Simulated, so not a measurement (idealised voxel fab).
The following is a process module called voxel transistor to metal.
FYI the section here is cut, 145 nm wide, cells are 5 nm squares.
The cross-sections in this document take the form of a grid made of square cells. They are written out as bands, in order from top to bottom. Each band consists of one or more rows of cells. Band: top height; bottom height; in nm. Then, left to right: material with width in nm, for each material. "everywhere": a single material spanning edge to edge. "air": empty space. Basically, 0 is our baseline, since under it the wafer straight out of the box is all one material. The bottom band has no lower end and keeps on going down, so it looks like "0 -> down". Note: "30->40" means the width goes from the first number (top row of the band) to the second number (bottom row) in equal steps per row of cells. Step note "everything unchanged" = no cross-section cell changed. "Listed closed voids" contains a list of empty spaces, each no smaller than 8 cells and without an open way to the top, written in the form width x height at distance with the distance from the left edge and all three in nm. The remark found on a step's line after its settings is issued by the simulator itself and pertains to that step. Among the settings permitted on a step's line is "overlay nm"; applied to a step with a mask, it specifies the extent to which the mask lay to the right of its planned position, whereas a negative figure signifies a position to the left.

Below is the list of planned process steps:
1. RECEIVE with material Si
2. CONFORMAL_DEP with material SiO2, thk nm 5
3. CONFORMAL_DEP with material SiN, thk nm 10
4. MASKED_ETCH with tone cover, mask id ACTIVE, width nm 95, etch materials SiN, depth nm 10, overlay nm 0
5. MASKED_ETCH with tone cover, mask id ACTIVE, width nm 95, etch materials SiO2, depth nm 5, overlay nm 0
6. MASKED_ETCH with tone cover, mask id ACTIVE, width nm 95, etch materials Si, depth nm 35, overlay nm 0
7. OXIDIZE with depth nm 5
8. FILL_DEP with material SiO2, thk nm 15
9. CMP with height nm 15
10. SELECTIVE_ETCH with etch materials SiO2, depth nm 10
11. STRIP with etch materials SiN
12. SELECTIVE_ETCH with etch materials SiO2, depth nm 5
13. OXIDIZE with depth nm 5
14. DIRECTIONAL_DEP with material polySi, thk nm 30
15. DIRECTIONAL_DEP with material SiCN, thk nm 10
16. MASKED_ETCH with tone cover, mask id GATE, width nm 25, etch materials SiCN, depth nm 20, overlay nm 0
17. MASKED_ETCH with tone cover, mask id GATE, width nm 25, etch materials polySi, depth nm 40, overlay nm 0
18. CONFORMAL_DEP with material SiN, thk nm 5
19. DIRECTIONAL_ETCH with etch materials SiN, depth nm 5
20. DIRECTIONAL_ETCH with etch materials SiO2, depth nm 5
21. EPI with material SiGe, thk nm 5
22. FILL_DEP with material SiO2, thk nm 5
23. CMP with height nm 40
24. DIRECTIONAL_DEP with material SiO2, thk nm 10
25. PATTERN with tone open, mask id CONTACT, material resist, width nm 15, pitch nm 70, thk nm 20, overlay nm 0
26. DIRECTIONAL_ETCH with etch materials SiO2, depth nm 50
27. STRIP with etch materials resist
28. CONFORMAL_DEP with material TiN, thk nm 5
29. FILL_DEP with material W, thk nm 10
30. CMP with height nm 50
31. CONFORMAL_DEP with material SiCN, thk nm 5
32. DIRECTIONAL_DEP with material lowk, thk nm 25
33. DIRECTIONAL_DEP with material aC, thk nm 15
34. PATTERN with tone open, mask id METAL_1, material resist, width nm 15, pitch nm 70, thk nm 30, overlay nm 0
35. DIRECTIONAL_ETCH with etch materials aC, depth nm 15
36. STRIP with etch materials resist
37. DIRECTIONAL_ETCH with etch materials lowk, depth nm 25
38. DIRECTIONAL_ETCH with etch materials SiCN, depth nm 5
39. STRIP with etch materials aC
40. CONFORMAL_DEP with material TiN, thk nm 5
41. FILL_DEP with material Ru, thk nm 10
42. CMP with height nm 80
43. CONFORMAL_DEP with material SiCN, thk nm 5
44. DIRECTIONAL_DEP with material lowk, thk nm 35
45. PATTERN with tone open, mask id METAL_2, material resist, width nm 15, pitch nm 70, thk nm 15, overlay nm 0
46. DIRECTIONAL_ETCH with etch materials lowk, depth nm 20
47. STRIP with etch materials resist
48. MASKED_ETCH with tone open, mask id METAL_2_HOLES, width nm 15, pitch nm 70, etch materials lowk, depth nm 15, overlay nm 0
49. MASKED_ETCH with tone open, mask id METAL_2_HOLES, width nm 15, pitch nm 70, etch materials SiCN, depth nm 5, overlay nm 0
50. CONFORMAL_DEP with material TiN, thk nm 5
51. FILL_DEP with material Ru, thk nm 10
52. CMP with height nm 120
53. CONFORMAL_DEP with material SiN, thk nm 5

First wafer, two in total, run as planned:

Cross-sectional view of the wafer in its as-received condition, corresponding to the state after step 1:
0 -> down = Si everywhere
Listed closed voids: none

Cross-section: wafer state after step 2:
5 -> 0 = SiO2 everywhere
Beneath the level 0, the cross-section is identical to its previous state.

Cross-section: wafer state after step 3:
15 -> 5 = SiN everywhere
Beneath the level 5, the cross-section is identical to its previous state.

Cross-section: wafer state after step 4:
15 -> 5 = air (25)  SiN (95)  air (25)
Beneath the level 5, the cross-section is identical to its previous state.

Cross-section: wafer state after step 5:
15 -> 5 = air (25)  SiN (95)  air (25)
5 -> 0 = air (25)  SiO2 (95)  air (25)
Beneath the level 0, the cross-section is identical to its previous state.

Cross-section: wafer state after step 6:
15 -> 5 = air (25)  SiN (95)  air (25)
5 -> 0 = air (25)  SiO2 (95)  air (25)
0 -> -35 = air (25)  Si (95)  air (25)
Beneath the level -35, the cross-section is identical to its previous state.

Cross-section: wafer state after step 7:
15 -> 5 = air (25)  SiN (95)  air (25)
5 -> 0 = air (25)  SiO2 (95)  air (25)
0 -> -35 = air (25)  SiO2 (5)  Si (85)  SiO2 (5)  air (25)
-35 -> -40 = SiO2 (30)  Si (85)  SiO2 (30)
Beneath the level -40, the cross-section is identical to its previous state.

Cross-section: wafer state after step 8:
30 -> 15 = SiO2 everywhere
15 -> 5 = SiO2 (25)  SiN (95)  SiO2 (25)
5 -> 0 = SiO2 everywhere
0 -> -40 = SiO2 (30)  Si (85)  SiO2 (30)
Beneath the level -40, the cross-section is identical to its previous state.

Cross-section: wafer state after step 9:
15 -> 5 = SiO2 (25)  SiN (95)  SiO2 (25)
Beneath the level 5, the cross-section is identical to its previous state.

Cross-section: wafer state after step 10:
15 -> 5 = air (25)  SiN (95)  air (25)
Beneath the level 5, the cross-section is identical to its previous state.

Cross-section: wafer state after step 11:
5 -> 0 = SiO2 everywhere
Beneath the level 0, the cross-section is identical to its previous state.

Cross-section: wafer state after step 12:
0 -> -40 = SiO2 (30)  Si (85)  SiO2 (30)
Beneath the level -40, the cross-section is identical to its previous state.

Cross-section: wafer state after step 13:
0 -> -5 = SiO2 everywhere
Beneath the level -5, the cross-section is identical to its previous state.

Cross-section: wafer state after step 14:
30 -> 0 = polySi everywhere
Beneath the level 0, the cross-section is identical to its previous state.

Cross-section: wafer state after step 15:
40 -> 30 = SiCN everywhere
Beneath the level 30, the cross-section is identical to its previous state.

Cross-section: wafer state after step 16:
40 -> 30 = air (60)  SiCN (25)  air (60)
Beneath the level 30, the cross-section is identical to its previous state.

Cross-section: wafer state after step 17:
40 -> 30 = air (60)  SiCN (25)  air (60)
30 -> 0 = air (60)  polySi (25)  air (60)
Beneath the level 0, the cross-section is identical to its previous state.

Cross-section: wafer state after step 18:
45 -> 40 = air (55)  SiN (35)  air (55)
40 -> 30 = air (55)  SiN (5)  SiCN (25)  SiN (5)  air (55)
30 -> 5 = air (55)  SiN (5)  polySi (25)  SiN (5)  air (55)
5 -> 0 = SiN (60)  polySi (25)  SiN (60)
Beneath the level 0, the cross-section is identical to its previous state.

Cross-section: wafer state after step 19:
40 -> 30 = air (55)  SiN (5)  SiCN (25)  SiN (5)  air (55)
30 -> 0 = air (55)  SiN (5)  polySi (25)  SiN (5)  air (55)
Beneath the level 0, the cross-section is identical to its previous state.

Cross-section: wafer state after step 20:
40 -> 30 = air (55)  SiN (5)  SiCN (25)  SiN (5)  air (55)
30 -> 0 = air (55)  SiN (5)  polySi (25)  SiN (5)  air (55)
0 -> -5 = air (55)  SiO2 (35)  air (55)
Beneath the level -5, the cross-section is identical to its previous state.

Cross-section: wafer state after step 21:
40 -> 30 = air (55)  SiN (5)  SiCN (25)  SiN (5)  air (55)
30 -> 0 = air (55)  SiN (5)  polySi (25)  SiN (5)  air (55)
0 -> -5 = air (25)  SiGe (30)  SiO2 (35)  SiGe (30)  air (25)
Beneath the level -5, the cross-section is identical to its previous state.

Cross-section: wafer state after step 22:
45 -> 40 = SiO2 everywhere
40 -> 30 = SiO2 (55)  SiN (5)  SiCN (25)  SiN (5)  SiO2 (55)
30 -> 0 = SiO2 (55)  SiN (5)  polySi (25)  SiN (5)  SiO2 (55)
0 -> -5 = SiO2 (25)  SiGe (30)  SiO2 (35)  SiGe (30)  SiO2 (25)
Beneath the level -5, the cross-section is identical to its previous state.

Cross-section: wafer state after step 23:
40 -> 30 = SiO2 (55)  SiN (5)  SiCN (25)  SiN (5)  SiO2 (55)
Beneath the level 30, the cross-section is identical to its previous state.

Cross-section: wafer state after step 24:
50 -> 40 = SiO2 everywhere
Beneath the level 40, the cross-section is identical to its previous state.

Cross-section: wafer state after step 25:
70 -> 50 = resist (30)  air (15)  resist (55)  air (15)  resist (30)
Beneath the level 50, the cross-section is identical to its previous state.

Cross-section: wafer state after step 26:
70 -> 50 = resist (30)  air (15)  resist (55)  air (15)  resist (30)
50 -> 40 = SiO2 (30)  air (15)  SiO2 (55)  air (15)  SiO2 (30)
40 -> 30 = SiO2 (30)  air (15)  SiO2 (10)  SiN (5)  SiCN (25)  SiN (5)  SiO2 (10)  air (15)  SiO2 (30)
30 -> 0 = SiO2 (30)  air (15)  SiO2 (10)  SiN (5)  polySi (25)  SiN (5)  SiO2 (10)  air (15)  SiO2 (30)
Beneath the level 0, the cross-section is identical to its previous state.

Cross-section: wafer state after step 27:
50 -> 40 = SiO2 (30)  air (15)  SiO2 (55)  air (15)  SiO2 (30)
Beneath the level 40, the cross-section is identical to its previous state.

Cross-section: wafer state after step 28:
55 -> 50 = TiN (35)  air (5)  TiN (65)  air (5)  TiN (35)
50 -> 40 = SiO2 (30)  TiN (5)  air (5)  TiN (5)  SiO2 (55)  TiN (5)  air (5)  TiN (5)  SiO2 (30)
40 -> 30 = SiO2 (30)  TiN (5)  air (5)  TiN (5)  SiO2 (10)  SiN (5)  SiCN (25)  SiN (5)  SiO2 (10)  TiN (5)  air (5)  TiN (5)  SiO2 (30)
30 -> 5 = SiO2 (30)  TiN (5)  air (5)  TiN (5)  SiO2 (10)  SiN (5)  polySi (25)  SiN (5)  SiO2 (10)  TiN (5)  air (5)  TiN (5)  SiO2 (30)
5 -> 0 = SiO2 (30)  TiN (15)  SiO2 (10)  SiN (5)  polySi (25)  SiN (5)  SiO2 (10)  TiN (15)  SiO2 (30)
Beneath the level 0, the cross-section is identical to its previous state.

Cross-section: wafer state after step 29:
65 -> 55 = W everywhere
55 -> 50 = TiN (35)  W (5)  TiN (65)  W (5)  TiN (35)
50 -> 40 = SiO2 (30)  TiN (5)  W (5)  TiN (5)  SiO2 (55)  TiN (5)  W (5)  TiN (5)  SiO2 (30)
40 -> 30 = SiO2 (30)  TiN (5)  W (5)  TiN (5)  SiO2 (10)  SiN (5)  SiCN (25)  SiN (5)  SiO2 (10)  TiN (5)  W (5)  TiN (5)  SiO2 (30)
30 -> 5 = SiO2 (30)  TiN (5)  W (5)  TiN (5)  SiO2 (10)  SiN (5)  polySi (25)  SiN (5)  SiO2 (10)  TiN (5)  W (5)  TiN (5)  SiO2 (30)
Beneath the level 5, the cross-section is identical to its previous state.

Cross-section: wafer state after step 30:
50 -> 40 = SiO2 (30)  TiN (5)  W (5)  TiN (5)  SiO2 (55)  TiN (5)  W (5)  TiN (5)  SiO2 (30)
Beneath the level 40, the cross-section is identical to its previous state.

Cross-section: wafer state after step 31:
55 -> 50 = SiCN everywhere
Beneath the level 50, the cross-section is identical to its previous state.

Cross-section: wafer state after step 32:
80 -> 55 = lowk everywhere
Beneath the level 55, the cross-section is identical to its previous state.

Cross-section: wafer state after step 33:
95 -> 80 = aC everywhere
Beneath the level 80, the cross-section is identical to its previous state.

Cross-section: wafer state after step 34:
125 -> 95 = resist (30)  air (15)  resist (55)  air (15)  resist (30)
Beneath the level 95, the cross-section is identical to its previous state.

Cross-section: wafer state after step 35:
110 -> 95 = resist (30)  air (15)  resist (55)  air (15)  resist (30)
95 -> 80 = aC (30)  air (15)  aC (55)  air (15)  aC (30)
Beneath the level 80, the cross-section is identical to its previous state.

Cross-section: wafer state after step 36:
95 -> 80 = aC (30)  air (15)  aC (55)  air (15)  aC (30)
Beneath the level 80, the cross-section is identical to its previous state.

Cross-section: wafer state after step 37:
95 -> 80 = aC (30)  air (15)  aC (55)  air (15)  aC (30)
80 -> 55 = lowk (30)  air (15)  lowk (55)  air (15)  lowk (30)
Beneath the level 55, the cross-section is identical to its previous state.

Cross-section: wafer state after step 38:
95 -> 80 = aC (30)  air (15)  aC (55)  air (15)  aC (30)
80 -> 55 = lowk (30)  air (15)  lowk (55)  air (15)  lowk (30)
55 -> 50 = SiCN (30)  air (15)  SiCN (55)  air (15)  SiCN (30)
Beneath the level 50, the cross-section is identical to its previous state.

Cross-section: wafer state after step 39:
80 -> 55 = lowk (30)  air (15)  lowk (55)  air (15)  lowk (30)
Beneath the level 55, the cross-section is identical to its previous state.

Cross-section: wafer state after step 40:
85 -> 80 = TiN (35)  air (5)  TiN (65)  air (5)  TiN (35)
80 -> 55 = lowk (30)  TiN (5)  air (5)  TiN (5)  lowk (55)  TiN (5)  air (5)  TiN (5)  lowk (30)
55 -> 50 = SiCN (30)  TiN (15)  SiCN (55)  TiN (15)  SiCN (30)
Beneath the level 50, the cross-section is identical to its previous state.

Cross-section: wafer state after step 41:
95 -> 85 = Ru everywhere
85 -> 80 = TiN (35)  Ru (5)  TiN (65)  Ru (5)  TiN (35)
80 -> 55 = lowk (30)  TiN (5)  Ru (5)  TiN (5)  lowk (55)  TiN (5)  Ru (5)  TiN (5)  lowk (30)
Beneath the level 55, the cross-section is identical to its previous state.

Cross-section: wafer state after step 42:
80 -> 55 = lowk (30)  TiN (5)  Ru (5)  TiN (5)  lowk (55)  TiN (5)  Ru (5)  TiN (5)  lowk (30)
Beneath the level 55, the cross-section is identical to its previous state.

Cross-section: wafer state after step 43:
85 -> 80 = SiCN everywhere
Beneath the level 80, the cross-section is identical to its previous state.

Cross-section: wafer state after step 44:
120 -> 85 = lowk everywhere
Beneath the level 85, the cross-section is identical to its previous state.

Cross-section: wafer state after step 45:
135 -> 120 = resist (30)  air (15)  resist (55)  air (15)  resist (30)
Beneath the level 120, the cross-section is identical to its previous state.

Cross-section: wafer state after step 46:
135 -> 120 = resist (30)  air (15)  resist (55)  air (15)  resist (30)
120 -> 100 = lowk (30)  air (15)  lowk (55)  air (15)  lowk (30)
Beneath the level 100, the cross-section is identical to its previous state.

Cross-section: wafer state after step 47:
120 -> 100 = lowk (30)  air (15)  lowk (55)  air (15)  lowk (30)
Beneath the level 100, the cross-section is identical to its previous state.

Cross-section: wafer state after step 48:
120 -> 85 = lowk (30)  air (15)  lowk (55)  air (15)  lowk (30)
Beneath the level 85, the cross-section is identical to its previous state.

Cross-section: wafer state after step 49:
120 -> 85 = lowk (30)  air (15)  lowk (55)  air (15)  lowk (30)
85 -> 80 = SiCN (30)  air (15)  SiCN (55)  air (15)  SiCN (30)
Beneath the level 80, the cross-section is identical to its previous state.

Cross-section: wafer state after step 50:
125 -> 120 = TiN (35)  air (5)  TiN (65)  air (5)  TiN (35)
120 -> 85 = lowk (30)  TiN (5)  air (5)  TiN (5)  lowk (55)  TiN (5)  air (5)  TiN (5)  lowk (30)
85 -> 80 = SiCN (30)  TiN (15)  SiCN (55)  TiN (15)  SiCN (30)
Beneath the level 80, the cross-section is identical to its previous state.

Cross-section: wafer state after step 51:
135 -> 125 = Ru everywhere
125 -> 120 = TiN (35)  Ru (5)  TiN (65)  Ru (5)  TiN (35)
120 -> 85 = lowk (30)  TiN (5)  Ru (5)  TiN (5)  lowk (55)  TiN (5)  Ru (5)  TiN (5)  lowk (30)
Beneath the level 85, the cross-section is identical to its previous state.

Cross-section: wafer state after step 52:
120 -> 85 = lowk (30)  TiN (5)  Ru (5)  TiN (5)  lowk (55)  TiN (5)  Ru (5)  TiN (5)  lowk (30)
Beneath the level 85, the cross-section is identical to its previous state.

Cross-section: wafer state after step 53:
125 -> 120 = SiN everywhere
Beneath the level 120, the cross-section is identical to its previous state.

The Second Wafer: Common Origin and Plan, One Mistake in Execution, Identical to the First Through Step 29:

Here is the second wafer in cross-section at the point where step 30 of the plan should have been done:
45 -> 40 = SiO2 (30)  TiN (5)  W (5)  TiN (5)  SiO2 (55)  TiN (5)  W (5)  TiN (5)  SiO2 (30)
Beneath the level 40, the cross-section is identical to its previous state.

Here is the second wafer in cross-section at the point where step 31 of the plan should have been done:
50 -> 45 = SiCN everywhere
Beneath the level 45, the cross-section is identical to its previous state.

Here is the second wafer in cross-section at the point where step 32 of the plan should have been done:
75 -> 50 = lowk everywhere
Beneath the level 50, the cross-section is identical to its previous state.

Here is the second wafer in cross-section at the point where step 33 of the plan should have been done:
90 -> 75 = aC everywhere
Beneath the level 75, the cross-section is identical to its previous state.

Here is the second wafer in cross-section at the point where step 34 of the plan should have been done:
120 -> 90 = resist (30)  air (15)  resist (55)  air (15)  resist (30)
Beneath the level 90, the cross-section is identical to its previous state.

Here is the second wafer in cross-section at the point where step 35 of the plan should have been done:
105 -> 90 = resist (30)  air (15)  resist (55)  air (15)  resist (30)
90 -> 75 = aC (30)  air (15)  aC (55)  air (15)  aC (30)
Beneath the level 75, the cross-section is identical to its previous state.

Here is the second wafer in cross-section at the point where step 36 of the plan should have been done:
90 -> 75 = aC (30)  air (15)  aC (55)  air (15)  aC (30)
Beneath the level 75, the cross-section is identical to its previous state.

Here is the second wafer in cross-section at the point where step 37 of the plan should have been done:
90 -> 75 = aC (30)  air (15)  aC (55)  air (15)  aC (30)
75 -> 50 = lowk (30)  air (15)  lowk (55)  air (15)  lowk (30)
Beneath the level 50, the cross-section is identical to its previous state.

Here is the second wafer in cross-section at the point where step 38 of the plan should have been done:
90 -> 75 = aC (30)  air (15)  aC (55)  air (15)  aC (30)
75 -> 50 = lowk (30)  air (15)  lowk (55)  air (15)  lowk (30)
50 -> 45 = SiCN (30)  air (15)  SiCN (55)  air (15)  SiCN (30)
Beneath the level 45, the cross-section is identical to its previous state.

Here is the second wafer in cross-section at the point where step 39 of the plan should have been done:
75 -> 50 = lowk (30)  air (15)  lowk (55)  air (15)  lowk (30)
Beneath the level 50, the cross-section is identical to its previous state.

Here is the second wafer in cross-section at the point where step 40 of the plan should have been done:
80 -> 75 = TiN (35)  air (5)  TiN (65)  air (5)  TiN (35)
75 -> 50 = lowk (30)  TiN (5)  air (5)  TiN (5)  lowk (55)  TiN (5)  air (5)  TiN (5)  lowk (30)
50 -> 45 = SiCN (30)  TiN (15)  SiCN (55)  TiN (15)  SiCN (30)
Beneath the level 45, the cross-section is identical to its previous state.

Here is the second wafer in cross-section at the point where step 41 of the plan should have been done:
90 -> 80 = Ru everywhere
80 -> 75 = TiN (35)  Ru (5)  TiN (65)  Ru (5)  TiN (35)
75 -> 50 = lowk (30)  TiN (5)  Ru (5)  TiN (5)  lowk (55)  TiN (5)  Ru (5)  TiN (5)  lowk (30)
Beneath the level 50, the cross-section is identical to its previous state.

Here is the second wafer in cross-section at the point where step 42 of the plan should have been done:
80 -> 75 = TiN (35)  Ru (5)  TiN (65)  Ru (5)  TiN (35)
Beneath the level 75, the cross-section is identical to its previous state.

Here is the second wafer in cross-section at the point where step 43 of the plan should have been done:
85 -> 80 = SiCN everywhere
Beneath the level 80, the cross-section is identical to its previous state.

Here is the second wafer in cross-section at the point where step 44 of the plan should have been done:
120 -> 85 = lowk everywhere
Beneath the level 85, the cross-section is identical to its previous state.

Here is the second wafer in cross-section at the point where step 45 of the plan should have been done:
135 -> 120 = resist (30)  air (15)  resist (55)  air (15)  resist (30)
Beneath the level 120, the cross-section is identical to its previous state.

Here is the second wafer in cross-section at the point where step 46 of the plan should have been done:
135 -> 120 = resist (30)  air (15)  resist (55)  air (15)  resist (30)
120 -> 100 = lowk (30)  air (15)  lowk (55)  air (15)  lowk (30)
Beneath the level 100, the cross-section is identical to its previous state.

Here is the second wafer in cross-section at the point where step 47 of the plan should have been done:
120 -> 100 = lowk (30)  air (15)  lowk (55)  air (15)  lowk (30)
Beneath the level 100, the cross-section is identical to its previous state.

Here is the second wafer in cross-section at the point where step 48 of the plan should have been done:
120 -> 85 = lowk (30)  air (15)  lowk (55)  air (15)  lowk (30)
Beneath the level 85, the cross-section is identical to its previous state.

Here is the second wafer in cross-section at the point where step 49 of the plan should have been done:
120 -> 85 = lowk (30)  air (15)  lowk (55)  air (15)  lowk (30)
85 -> 80 = SiCN (30)  air (15)  SiCN (55)  air (15)  SiCN (30)
Beneath the level 80, the cross-section is identical to its previous state.

Here is the second wafer in cross-section at the point where step 50 of the plan should have been done:
125 -> 120 = TiN (35)  air (5)  TiN (65)  air (5)  TiN (35)
120 -> 85 = lowk (30)  TiN (5)  air (5)  TiN (5)  lowk (55)  TiN (5)  air (5)  TiN (5)  lowk (30)
85 -> 80 = SiCN (30)  TiN (15)  SiCN (55)  TiN (15)  SiCN (30)
Beneath the level 80, the cross-section is identical to its previous state.

Here is the second wafer in cross-section at the point where step 51 of the plan should have been done:
135 -> 125 = Ru everywhere
125 -> 120 = TiN (35)  Ru (5)  TiN (65)  Ru (5)  TiN (35)
120 -> 85 = lowk (30)  TiN (5)  Ru (5)  TiN (5)  lowk (55)  TiN (5)  Ru (5)  TiN (5)  lowk (30)
Beneath the level 85, the cross-section is identical to its previous state.

Here is the second wafer in cross-section at the point where step 52 of the plan should have been done:
120 -> 85 = lowk (30)  TiN (5)  Ru (5)  TiN (5)  lowk (55)  TiN (5)  Ru (5)  TiN (5)  lowk (30)
Beneath the level 85, the cross-section is identical to its previous state.

Here is the second wafer in cross-section at the point where step 53 of the plan should have been done:
125 -> 120 = SiN everywhere
Beneath the level 120, the cross-section is identical to its previous state.
what went wrong: the process deviated at step 30: the operation and settings actually run there were CMP with height nm 45
Bottom line after processing is that, in cells, the second wafer is up or down on some materials versus the first: Ru +2 | SiO2 -23 | TiN +23 | W -2
